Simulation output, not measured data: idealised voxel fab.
This section sets out a process module, namely voxel wiring stack.
Shown is cross-section cut, with a width of 210 nm and square cells of size 5 nm.
When this document writes out a cross-section, it uses a grid of square cells and lists it as bands, beginning at the top and moving down, with a band standing for one or more rows of cells.
Each band's line starts with the height of the band's top and of its bottom, in nm. Then come its materials from left to right, each with its width in nm. One material with "all across" fills the band from edge to edge. "air" is empty space.
Basically, 0 is our baseline, since under it the wafer straight out of the box is all one material. The bottom band has no lower end and keeps on going down, so it looks like "0 -> down".
Note: "30->40" means the width goes from the first number (top row of the band) to the second number (bottom row) in equal steps per row of cells.
Where a step carries "left unchanged", the cross-section came out of it unchanged, cell for cell.
Listed in "Closed void roster": every empty space of 8 or more cells without an open way to the top. Form: width x height at distance, the distance being from the left edge, all in nm.
Step line, after settings: the simulator's comment on this step.
Each step line may optionally specify "overlay nm", which for a step with a mask gives the rightward distance between the mask's planned place and where it lay, a negative value indicating the leftward direction.
Planned step list for the process
1) RECEIVE (material Si)
2) CONFORMAL_DEP (material SiO2; thk nm 15)
3) DIRECTIONAL_DEP (material TiN; thk nm 5)
4) DIRECTIONAL_DEP (material W; thk nm 20)
5) MASKED_ETCH (tone cover; mask id METAL_1; width nm 20; pitch nm 35; etch materials W; depth nm 20; overlay nm 0)
6) MASKED_ETCH (tone cover; mask id METAL_1; width nm 20; pitch nm 35; etch materials TiN; depth nm 5; overlay nm 0)
7) CONFORMAL_DEP (material SiN; thk nm 5)
8) FILL_DEP (material SiO2; thk nm 5)
9) CMP (height nm 40)
10) CONFORMAL_DEP (material SiCN; thk nm 5)
11) DIRECTIONAL_DEP (material SiO2; thk nm 35)
12) MASKED_ETCH (tone open; mask id METAL_2; width nm 20; pitch nm 35; etch materials SiO2; depth nm 20; overlay nm 0)
13) MASKED_ETCH (tone open; mask id METAL_2_HOLES; width nm 15; etch materials SiO2; depth nm 15; overlay nm 0)
14) MASKED_ETCH (tone open; mask id METAL_2_HOLES; width nm 15; etch materials SiCN; depth nm 5; overlay nm 0)
15) CONFORMAL_DEP (material TiN; thk nm 5)
16) FILL_DEP (material Cu; thk nm 5)
17) CMP (height nm 80)
18) CONFORMAL_DEP (material SiCN; thk nm 5)
19) DIRECTIONAL_DEP (material SiO2; thk nm 10)
20) MASKED_ETCH (tone open; mask id PLUG_2; width nm 15; pitch nm 35; etch materials SiO2; depth nm 10; overlay nm 0)
21) MASKED_ETCH (tone open; mask id PLUG_2; width nm 15; pitch nm 35; etch materials SiCN; depth nm 5; overlay nm 0)
22) EPI (material Ru; thk nm 10)
23) EPI (material Ru; thk nm 5)
24) CONFORMAL_DEP (material SiN; thk nm 5)
25) DIRECTIONAL_DEP (material SiO2; thk nm 15)
26) PATTERN (tone open; mask id METAL_3; material resist; width nm 20; pitch nm 35; thk nm 20; overlay nm 0)
27) DIRECTIONAL_ETCH (etch materials SiO2; depth nm 15)
28) DIRECTIONAL_ETCH (etch materials SiN; depth nm 5)
29) STRIP (etch materials resist)
30) CONFORMAL_DEP (material TiN; thk nm 5)
31) FILL_DEP (material W; thk nm 10)
32) CMP (height nm 115)
33) CONFORMAL_DEP (material SiCN; thk nm 5)
34) DIRECTIONAL_DEP (material SiO2; thk nm 35)
35) PATTERN (tone open; mask id METAL_4; material resist; width nm 20; pitch nm 35; thk nm 20; overlay nm 0)
36) DIRECTIONAL_ETCH (etch materials SiO2; depth nm 20)
37) STRIP (etch materials resist)
38) DIRECTIONAL_DEP (material aC; thk nm 10)
39) PATTERN (tone open; mask id METAL_4_HOLES; material resist; width nm 15; pitch nm 35; thk nm 25; overlay nm 0)
40) DIRECTIONAL_ETCH (etch materials aC; depth nm 10)
41) STRIP (etch materials resist)
42) DIRECTIONAL_ETCH (etch materials SiO2; depth nm 15)
43) DIRECTIONAL_ETCH (etch materials SiCN; depth nm 5)
44) STRIP (etch materials aC)
45) CONFORMAL_DEP (material TiN; thk nm 5)
46) FILL_DEP (material Cu; thk nm 10)
47) CMP (height nm 155)
48) CONFORMAL_DEP (material SiCN; thk nm 5)
First of two wafers, with the run carried out as planned
Cross-sectional view of the wafer in its as-received condition, corresponding to the state after step 1
> 0 -> down  Si all across
> Closed void roster: none
The wafer, seen in cross-section, after step 2
> 15 -> 0  SiO2 all across
> Under the height 0 nothing was changed.
The wafer, seen in cross-section, after step 3
> 20 -> 15  TiN all across
> Under the height 15 nothing was changed.
The wafer, seen in cross-section, after step 4
> 40 -> 20  W all across
> Under the height 20 nothing was changed.
The wafer, seen in cross-section, after step 5
> 40 -> 20  air=75 / W=20 / air=15 / W=20 / air=80
> Under the height 20 nothing was changed.
The wafer, seen in cross-section, after step 6
> 40 -> 20  air=75 / W=20 / air=15 / W=20 / air=80
> 20 -> 15  air=75 / TiN=20 / air=15 / TiN=20 / air=80
> Under the height 15 nothing was changed.
The wafer, seen in cross-section, after step 7
> 45 -> 40  air=70 / SiN=30 / air=5 / SiN=30 / air=75
> 40 -> 20  air=70 / SiN=5 / W=20 / SiN=5 / air=5 / SiN=5 / W=20 / SiN=5 / air=75
> 20 -> 15  SiN=75 / TiN=20 / SiN=15 / TiN=20 / SiN=80
> Under the height 15 nothing was changed.
The wafer, seen in cross-section, after step 8
> 50 -> 45  SiO2 all across
> 45 -> 40  SiO2=70 / SiN=30 / SiO2=5 / SiN=30 / SiO2=75
> 40 -> 20  SiO2=70 / SiN=5 / W=20 / SiN=5 / SiO2=5 / SiN=5 / W=20 / SiN=5 / SiO2=75
> Under the height 20 nothing was changed.
The wafer, seen in cross-section, after step 9
> 40 -> 20  SiO2=70 / SiN=5 / W=20 / SiN=5 / SiO2=5 / SiN=5 / W=20 / SiN=5 / SiO2=75
> Under the height 20 nothing was changed.
The wafer, seen in cross-section, after step 10
> 45 -> 40  SiCN all across
> Under the height 40 nothing was changed.
The wafer, seen in cross-section, after step 11
> 80 -> 45  SiO2 all across
> Under the height 45 nothing was changed.
The wafer, seen in cross-section, after step 12
> 80 -> 60  SiO2=75 / air=20 / SiO2=15 / air=20 / SiO2=80
> Under the height 60 nothing was changed.
The wafer, seen in cross-section, after step 13
> 80 -> 60  SiO2=75 / air=20 / SiO2=15 / air=20 / SiO2=80
> 60 -> 45  SiO2=75 / air=15 / SiO2=120
> Under the height 45 nothing was changed.
The wafer, seen in cross-section, after step 14
> 80 -> 60  SiO2=75 / air=20 / SiO2=15 / air=20 / SiO2=80
> 60 -> 45  SiO2=75 / air=15 / SiO2=120
> 45 -> 40  SiCN=75 / air=15 / SiCN=120
> Under the height 40 nothing was changed.
The wafer, seen in cross-section, after step 15
> 85 -> 80  TiN=80 / air=10 / TiN=25 / air=10 / TiN=85
> 80 -> 65  SiO2=75 / TiN=5 / air=10 / TiN=5 / SiO2=15 / TiN=5 / air=10 / TiN=5 / SiO2=80
> 65 -> 60  SiO2=75 / TiN=5 / air=5 / TiN=10 / SiO2=15 / TiN=20 / SiO2=80
> 60 -> 45  SiO2=75 / TiN=5 / air=5 / TiN=5 / SiO2=120
> 45 -> 40  SiCN=75 / TiN=15 / SiCN=120
> Under the height 40 nothing was changed.
The wafer, seen in cross-section, after step 16
> 90 -> 85  Cu all across
> 85 -> 80  TiN=80 / Cu=10 / TiN=25 / Cu=10 / TiN=85
> 80 -> 65  SiO2=75 / TiN=5 / Cu=10 / TiN=5 / SiO2=15 / TiN=5 / Cu=10 / TiN=5 / SiO2=80
> 65 -> 60  SiO2=75 / TiN=5 / Cu=5 / TiN=10 / SiO2=15 / TiN=20 / SiO2=80
> 60 -> 45  SiO2=75 / TiN=5 / Cu=5 / TiN=5 / SiO2=120
> Under the height 45 nothing was changed.
The wafer, seen in cross-section, after step 17
> 80 -> 65  SiO2=75 / TiN=5 / Cu=10 / TiN=5 / SiO2=15 / TiN=5 / Cu=10 / TiN=5 / SiO2=80
> Under the height 65 nothing was changed.
The wafer, seen in cross-section, after step 18
> 85 -> 80  SiCN all across
> Under the height 80 nothing was changed.
The wafer, seen in cross-section, after step 19
> 95 -> 85  SiO2 all across
> Under the height 85 nothing was changed.
The wafer, seen in cross-section, after step 20
> 95 -> 85  SiO2=75 / air=15 / SiO2=20 / air=15 / SiO2=85
> Under the height 85 nothing was changed.
The wafer, seen in cross-section, after step 21
> 95 -> 85  SiO2=75 / air=15 / SiO2=20 / air=15 / SiO2=85
> 85 -> 80  SiCN=75 / air=15 / SiCN=20 / air=15 / SiCN=85
> Under the height 80 nothing was changed.
The wafer, seen in cross-section, after step 22
> 95 -> 90  SiO2=75 / air=15 / SiO2=20 / air=15 / SiO2=85
> 90 -> 85  SiO2=75 / Ru=15 / SiO2=20 / Ru=15 / SiO2=85
> 85 -> 80  SiCN=75 / Ru=15 / SiCN=20 / Ru=15 / SiCN=85
> Under the height 80 nothing was changed.
The wafer, seen in cross-section, after step 23
> 95 -> 85  SiO2=75 / Ru=15 / SiO2=20 / Ru=15 / SiO2=85
> Under the height 85 nothing was changed.
The wafer, seen in cross-section, after step 24
> 100 -> 95  SiN all across
> Under the height 95 nothing was changed.
The wafer, seen in cross-section, after step 25
> 115 -> 100  SiO2 all across
> Under the height 100 nothing was changed.
The wafer, seen in cross-section, after step 26
> 135 -> 115  resist=75 / air=20 / resist=15 / air=20 / resist=80
> Under the height 115 nothing was changed.
The wafer, seen in cross-section, after step 27
> 135 -> 115  resist=75 / air=20 / resist=15 / air=20 / resist=80
> 115 -> 100  SiO2=75 / air=20 / SiO2=15 / air=20 / SiO2=80
> Under the height 100 nothing was changed.
The wafer, seen in cross-section, after step 28
> 135 -> 115  resist=75 / air=20 / resist=15 / air=20 / resist=80
> 115 -> 100  SiO2=75 / air=20 / SiO2=15 / air=20 / SiO2=80
> 100 -> 95  SiN=75 / air=20 / SiN=15 / air=20 / SiN=80
> Under the height 95 nothing was changed.
The wafer, seen in cross-section, after step 29
> 115 -> 100  SiO2=75 / air=20 / SiO2=15 / air=20 / SiO2=80
> Under the height 100 nothing was changed.
The wafer, seen in cross-section, after step 30
> 120 -> 115  TiN=80 / air=10 / TiN=25 / air=10 / TiN=85
> 115 -> 100  SiO2=75 / TiN=5 / air=10 / TiN=5 / SiO2=15 / TiN=5 / air=10 / TiN=5 / SiO2=80
> 100 -> 95  SiN=75 / TiN=20 / SiN=15 / TiN=20 / SiN=80
> Under the height 95 nothing was changed.
The wafer, seen in cross-section, after step 31
> 130 -> 120  W all across
> 120 -> 115  TiN=80 / W=10 / TiN=25 / W=10 / TiN=85
> 115 -> 100  SiO2=75 / TiN=5 / W=10 / TiN=5 / SiO2=15 / TiN=5 / W=10 / TiN=5 / SiO2=80
> Under the height 100 nothing was changed.
The wafer, seen in cross-section, after step 32
> 115 -> 100  SiO2=75 / TiN=5 / W=10 / TiN=5 / SiO2=15 / TiN=5 / W=10 / TiN=5 / SiO2=80
> Under the height 100 nothing was changed.
The wafer, seen in cross-section, after step 33
> 120 -> 115  SiCN all across
> Under the height 115 nothing was changed.
The wafer, seen in cross-section, after step 34
> 155 -> 120  SiO2 all across
> Under the height 120 nothing was changed.
The wafer, seen in cross-section, after step 35
> 175 -> 155  resist=75 / air=20 / resist=15 / air=20 / resist=80
> Under the height 155 nothing was changed.
The wafer, seen in cross-section, after step 36
> 175 -> 155  resist=75 / air=20 / resist=15 / air=20 / resist=80
> 155 -> 135  SiO2=75 / air=20 / SiO2=15 / air=20 / SiO2=80
> Under the height 135 nothing was changed.
The wafer, seen in cross-section, after step 37
> 155 -> 135  SiO2=75 / air=20 / SiO2=15 / air=20 / SiO2=80
> Under the height 135 nothing was changed.
The wafer, seen in cross-section, after step 38
> 165 -> 155  aC=75 / air=20 / aC=15 / air=20 / aC=80
> 155 -> 145  SiO2=75 / air=20 / SiO2=15 / air=20 / SiO2=80
> 145 -> 135  SiO2=75 / aC=20 / SiO2=15 / aC=20 / SiO2=80
> Under the height 135 nothing was changed.
The wafer, seen in cross-section, after step 39
> 190 -> 165  resist=75 / air=15 / resist=20 / air=15 / resist=85
> 165 -> 155  aC=75 / air=15 / resist=5 / aC=15 / air=15 / resist=5 / aC=80
> 155 -> 145  SiO2=75 / air=15 / resist=5 / SiO2=15 / air=15 / resist=5 / SiO2=80
> Under the height 145 nothing was changed.
The wafer, seen in cross-section, after step 40
> 180 -> 165  resist=75 / air=15 / resist=20 / air=15 / resist=85
> 165 -> 155  aC=75 / air=15 / resist=5 / aC=15 / air=15 / resist=5 / aC=80
> 155 -> 145  SiO2=75 / air=15 / resist=5 / SiO2=15 / air=15 / resist=5 / SiO2=80
> 145 -> 135  SiO2=75 / air=15 / aC=5 / SiO2=15 / air=15 / aC=5 / SiO2=80
> Under the height 135 nothing was changed.
The wafer, seen in cross-section, after step 41
> 165 -> 155  aC=75 / air=20 / aC=15 / air=20 / aC=80
> 155 -> 145  SiO2=75 / air=20 / SiO2=15 / air=20 / SiO2=80
> Under the height 145 nothing was changed.
The wafer, seen in cross-section, after step 42
> 165 -> 155  aC=75 / air=20 / aC=15 / air=20 / aC=80
> 155 -> 145  SiO2=75 / air=20 / SiO2=15 / air=20 / SiO2=80
> 145 -> 135  SiO2=75 / air=15 / aC=5 / SiO2=15 / air=15 / aC=5 / SiO2=80
> 135 -> 120  SiO2=75 / air=15 / SiO2=20 / air=15 / SiO2=85
> Under the height 120 nothing was changed.
The wafer, seen in cross-section, after step 43
> 165 -> 155  aC=75 / air=20 / aC=15 / air=20 / aC=80
> 155 -> 145  SiO2=75 / air=20 / SiO2=15 / air=20 / SiO2=80
> 145 -> 135  SiO2=75 / air=15 / aC=5 / SiO2=15 / air=15 / aC=5 / SiO2=80
> 135 -> 120  SiO2=75 / air=15 / SiO2=20 / air=15 / SiO2=85
> 120 -> 115  SiCN=75 / air=15 / SiCN=20 / air=15 / SiCN=85
> Under the height 115 nothing was changed.
The wafer, seen in cross-section, after step 44
> 155 -> 135  SiO2=75 / air=20 / SiO2=15 / air=20 / SiO2=80
> Under the height 135 nothing was changed.
The wafer, seen in cross-section, after step 45
> 160 -> 155  TiN=80 / air=10 / TiN=25 / air=10 / TiN=85
> 155 -> 140  SiO2=75 / TiN=5 / air=10 / TiN=5 / SiO2=15 / TiN=5 / air=10 / TiN=5 / SiO2=80
> 140 -> 135  SiO2=75 / TiN=5 / air=5 / TiN=10 / SiO2=15 / TiN=5 / air=5 / TiN=10 / SiO2=80
> 135 -> 120  SiO2=75 / TiN=5 / air=5 / TiN=5 / SiO2=20 / TiN=5 / air=5 / TiN=5 / SiO2=85
> 120 -> 115  SiCN=75 / TiN=15 / SiCN=20 / TiN=15 / SiCN=85
> Under the height 115 nothing was changed.
The wafer, seen in cross-section, after step 46
> 170 -> 160  Cu all across
> 160 -> 155  TiN=80 / Cu=10 / TiN=25 / Cu=10 / TiN=85
> 155 -> 140  SiO2=75 / TiN=5 / Cu=10 / TiN=5 / SiO2=15 / TiN=5 / Cu=10 / TiN=5 / SiO2=80
> 140 -> 135  SiO2=75 / TiN=5 / Cu=5 / TiN=10 / SiO2=15 / TiN=5 / Cu=5 / TiN=10 / SiO2=80
> 135 -> 120  SiO2=75 / TiN=5 / Cu=5 / TiN=5 / SiO2=20 / TiN=5 / Cu=5 / TiN=5 / SiO2=85
> Under the height 120 nothing was changed.
The wafer, seen in cross-section, after step 47
> 155 -> 140  SiO2=75 / TiN=5 / Cu=10 / TiN=5 / SiO2=15 / TiN=5 / Cu=10 / TiN=5 / SiO2=80
> Under the height 140 nothing was changed.
The wafer, seen in cross-section, after step 48
> 160 -> 155  SiCN all across
> Under the height 155 nothing was changed.
Wafer two. Same start, same plan, one slip in execution. Same as wafer one through step 18, inclusive
Second wafer cross-section, taken as of the time the plan sets for step 19 to be done: left unchanged
Second wafer cross-section, taken as of the time the plan sets for step 20 to be done: left unchanged
Second wafer cross-section, taken as of the time the plan sets for step 21 to be done
> 85 -> 80  SiCN=75 / air=15 / SiCN=20 / air=15 / SiCN=85
> Under the height 80 nothing was changed.
Second wafer cross-section, taken as of the time the plan sets for step 22 to be done
> 90 -> 85  air=70 / Ru=25 / air=10 / Ru=25 / air=80
> 85 -> 80  SiCN=75 / Ru=15 / SiCN=20 / Ru=15 / SiCN=85
> Under the height 80 nothing was changed.
Second wafer cross-section, taken as of the time the plan sets for step 23 to be done
> 95 -> 85  air=65 / Ru=70 / air=75
> Under the height 85 nothing was changed.
Second wafer cross-section, taken as of the time the plan sets for step 24 to be done
> 100 -> 95  air=60 / SiN=80 / air=70
> 95 -> 90  air=60 / SiN=5 / Ru=70 / SiN=5 / air=70
> 90 -> 85  SiN=65 / Ru=70 / SiN=75
> Under the height 85 nothing was changed.
Second wafer cross-section, taken as of the time the plan sets for step 25 to be done
> 115 -> 105  air=60 / SiO2=80 / air=70
> 105 -> 100  SiO2 all across
> 100 -> 95  SiO2=60 / SiN=80 / SiO2=70
> 95 -> 90  SiO2=60 / SiN=5 / Ru=70 / SiN=5 / SiO2=70
> Under the height 90 nothing was changed.
Second wafer cross-section, taken as of the time the plan sets for step 26 to be done
> 135 -> 115  resist=75 / air=20 / resist=15 / air=20 / resist=80
> 115 -> 105  resist=60 / SiO2=80 / resist=70
> Under the height 105 nothing was changed.
Second wafer cross-section, taken as of the time the plan sets for step 27 to be done
> 135 -> 115  resist=75 / air=20 / resist=15 / air=20 / resist=80
> 115 -> 105  resist=60 / SiO2=15 / air=20 / SiO2=15 / air=20 / SiO2=10 / resist=70
> 105 -> 100  SiO2=75 / air=20 / SiO2=15 / air=20 / SiO2=80
> Under the height 100 nothing was changed.
Second wafer cross-section, taken as of the time the plan sets for step 28 to be done
> 135 -> 115  resist=75 / air=20 / resist=15 / air=20 / resist=80
> 115 -> 105  resist=60 / SiO2=15 / air=20 / SiO2=15 / air=20 / SiO2=10 / resist=70
> 105 -> 100  SiO2=75 / air=20 / SiO2=15 / air=20 / SiO2=80
> 100 -> 95  SiO2=60 / SiN=15 / air=20 / SiN=15 / air=20 / SiN=10 / SiO2=70
> Under the height 95 nothing was changed.
Second wafer cross-section, taken as of the time the plan sets for step 29 to be done
> 115 -> 105  air=60 / SiO2=15 / air=20 / SiO2=15 / air=20 / SiO2=10 / air=70
> Under the height 105 nothing was changed.
Second wafer cross-section, taken as of the time the plan sets for step 30 to be done
> 120 -> 115  air=55 / TiN=25 / air=10 / TiN=25 / air=10 / TiN=20 / air=65
> 115 -> 110  air=55 / TiN=5 / SiO2=15 / TiN=5 / air=10 / TiN=5 / SiO2=15 / TiN=5 / air=10 / TiN=5 / SiO2=10 / TiN=5 / air=65
> 110 -> 105  TiN=60 / SiO2=15 / TiN=5 / air=10 / TiN=5 / SiO2=15 / TiN=5 / air=10 / TiN=5 / SiO2=10 / TiN=70
> 105 -> 100  SiO2=75 / TiN=5 / air=10 / TiN=5 / SiO2=15 / TiN=5 / air=10 / TiN=5 / SiO2=80
> 100 -> 95  SiO2=60 / SiN=15 / TiN=20 / SiN=15 / TiN=20 / SiN=10 / SiO2=70
> Under the height 95 nothing was changed.
Second wafer cross-section, taken as of the time the plan sets for step 31 to be done
> 130 -> 120  W all across
> 120 -> 115  W=55 / TiN=25 / W=10 / TiN=25 / W=10 / TiN=20 / W=65
> 115 -> 110  W=55 / TiN=5 / SiO2=15 / TiN=5 / W=10 / TiN=5 / SiO2=15 / TiN=5 / W=10 / TiN=5 / SiO2=10 / TiN=5 / W=65
> 110 -> 105  TiN=60 / SiO2=15 / TiN=5 / W=10 / TiN=5 / SiO2=15 / TiN=5 / W=10 / TiN=5 / SiO2=10 / TiN=70
> 105 -> 100  SiO2=75 / TiN=5 / W=10 / TiN=5 / SiO2=15 / TiN=5 / W=10 / TiN=5 / SiO2=80
> Under the height 100 nothing was changed.
Second wafer cross-section, taken as of the time the plan sets for step 32 to be done
> 115 -> 110  W=55 / TiN=5 / SiO2=15 / TiN=5 / W=10 / TiN=5 / SiO2=15 / TiN=5 / W=10 / TiN=5 / SiO2=10 / TiN=5 / W=65
> Under the height 110 nothing was changed.
Second wafer cross-section, taken as of the time the plan sets for step 33 to be done
> 120 -> 115  SiCN all across
> Under the height 115 nothing was changed.
Second wafer cross-section, taken as of the time the plan sets for step 34 to be done
> 155 -> 120  SiO2 all across
> Under the height 120 nothing was changed.
Second wafer cross-section, taken as of the time the plan sets for step 35 to be done
> 175 -> 155  resist=75 / air=20 / resist=15 / air=20 / resist=80
> Under the height 155 nothing was changed.
Second wafer cross-section, taken as of the time the plan sets for step 36 to be done
> 175 -> 155  resist=75 / air=20 / resist=15 / air=20 / resist=80
> 155 -> 135  SiO2=75 / air=20 / SiO2=15 / air=20 / SiO2=80
> Under the height 135 nothing was changed.
Second wafer cross-section, taken as of the time the plan sets for step 37 to be done
> 155 -> 135  SiO2=75 / air=20 / SiO2=15 / air=20 / SiO2=80
> Under the height 135 nothing was changed.
Second wafer cross-section, taken as of the time the plan sets for step 38 to be done
> 165 -> 155  aC=75 / air=20 / aC=15 / air=20 / aC=80
> 155 -> 145  SiO2=75 / air=20 / SiO2=15 / air=20 / SiO2=80
> 145 -> 135  SiO2=75 / aC=20 / SiO2=15 / aC=20 / SiO2=80
> Under the height 135 nothing was changed.
Second wafer cross-section, taken as of the time the plan sets for step 39 to be done
> 190 -> 165  resist=75 / air=15 / resist=20 / air=15 / resist=85
> 165 -> 155  aC=75 / air=15 / resist=5 / aC=15 / air=15 / resist=5 / aC=80
> 155 -> 145  SiO2=75 / air=15 / resist=5 / SiO2=15 / air=15 / resist=5 / SiO2=80
> Under the height 145 nothing was changed.
Second wafer cross-section, taken as of the time the plan sets for step 40 to be done
> 180 -> 165  resist=75 / air=15 / resist=20 / air=15 / resist=85
> 165 -> 155  aC=75 / air=15 / resist=5 / aC=15 / air=15 / resist=5 / aC=80
> 155 -> 145  SiO2=75 / air=15 / resist=5 / SiO2=15 / air=15 / resist=5 / SiO2=80
> 145 -> 135  SiO2=75 / air=15 / aC=5 / SiO2=15 / air=15 / aC=5 / SiO2=80
> Under the height 135 nothing was changed.
Second wafer cross-section, taken as of the time the plan sets for step 41 to be done
> 165 -> 155  aC=75 / air=20 / aC=15 / air=20 / aC=80
> 155 -> 145  SiO2=75 / air=20 / SiO2=15 / air=20 / SiO2=80
> Under the height 145 nothing was changed.
Second wafer cross-section, taken as of the time the plan sets for step 42 to be done
> 165 -> 155  aC=75 / air=20 / aC=15 / air=20 / aC=80
> 155 -> 145  SiO2=75 / air=20 / SiO2=15 / air=20 / SiO2=80
> 145 -> 135  SiO2=75 / air=15 / aC=5 / SiO2=15 / air=15 / aC=5 / SiO2=80
> 135 -> 120  SiO2=75 / air=15 / SiO2=20 / air=15 / SiO2=85
> Under the height 120 nothing was changed.
Second wafer cross-section, taken as of the time the plan sets for step 43 to be done
> 165 -> 155  aC=75 / air=20 / aC=15 / air=20 / aC=80
> 155 -> 145  SiO2=75 / air=20 / SiO2=15 / air=20 / SiO2=80
> 145 -> 135  SiO2=75 / air=15 / aC=5 / SiO2=15 / air=15 / aC=5 / SiO2=80
> 135 -> 120  SiO2=75 / air=15 / SiO2=20 / air=15 / SiO2=85
> 120 -> 115  SiCN=75 / air=15 / SiCN=20 / air=15 / SiCN=85
> Under the height 115 nothing was changed.
Second wafer cross-section, taken as of the time the plan sets for step 44 to be done
> 155 -> 135  SiO2=75 / air=20 / SiO2=15 / air=20 / SiO2=80
> Under the height 135 nothing was changed.
Second wafer cross-section, taken as of the time the plan sets for step 45 to be done
> 160 -> 155  TiN=80 / air=10 / TiN=25 / air=10 / TiN=85
> 155 -> 140  SiO2=75 / TiN=5 / air=10 / TiN=5 / SiO2=15 / TiN=5 / air=10 / TiN=5 / SiO2=80
> 140 -> 135  SiO2=75 / TiN=5 / air=5 / TiN=10 / SiO2=15 / TiN=5 / air=5 / TiN=10 / SiO2=80
> 135 -> 120  SiO2=75 / TiN=5 / air=5 / TiN=5 / SiO2=20 / TiN=5 / air=5 / TiN=5 / SiO2=85
> 120 -> 115  SiCN=75 / TiN=15 / SiCN=20 / TiN=15 / SiCN=85
> Under the height 115 nothing was changed.
Second wafer cross-section, taken as of the time the plan sets for step 46 to be done
> 170 -> 160  Cu all across
> 160 -> 155  TiN=80 / Cu=10 / TiN=25 / Cu=10 / TiN=85
> 155 -> 140  SiO2=75 / TiN=5 / Cu=10 / TiN=5 / SiO2=15 / TiN=5 / Cu=10 / TiN=5 / SiO2=80
> 140 -> 135  SiO2=75 / TiN=5 / Cu=5 / TiN=10 / SiO2=15 / TiN=5 / Cu=5 / TiN=10 / SiO2=80
> 135 -> 120  SiO2=75 / TiN=5 / Cu=5 / TiN=5 / SiO2=20 / TiN=5 / Cu=5 / TiN=5 / SiO2=85
> Under the height 120 nothing was changed.
Second wafer cross-section, taken as of the time the plan sets for step 47 to be done
> 155 -> 140  SiO2=75 / TiN=5 / Cu=10 / TiN=5 / SiO2=15 / TiN=5 / Cu=10 / TiN=5 / SiO2=80
> Under the height 140 nothing was changed.
Second wafer cross-section, taken as of the time the plan sets for step 48 to be done
> 160 -> 155  SiCN all across
> Under the height 155 nothing was changed.
Against the plan, the run slipped here: execution of step 19 of the plan did not take place, the step having been omitted
Bottom line after processing is that, in cells, the second wafer is up or down on some materials versus the first: 16 more of Ru | 4 more of SiN | 72 fewer of SiO2 | 28 more of TiN | 24 more of W
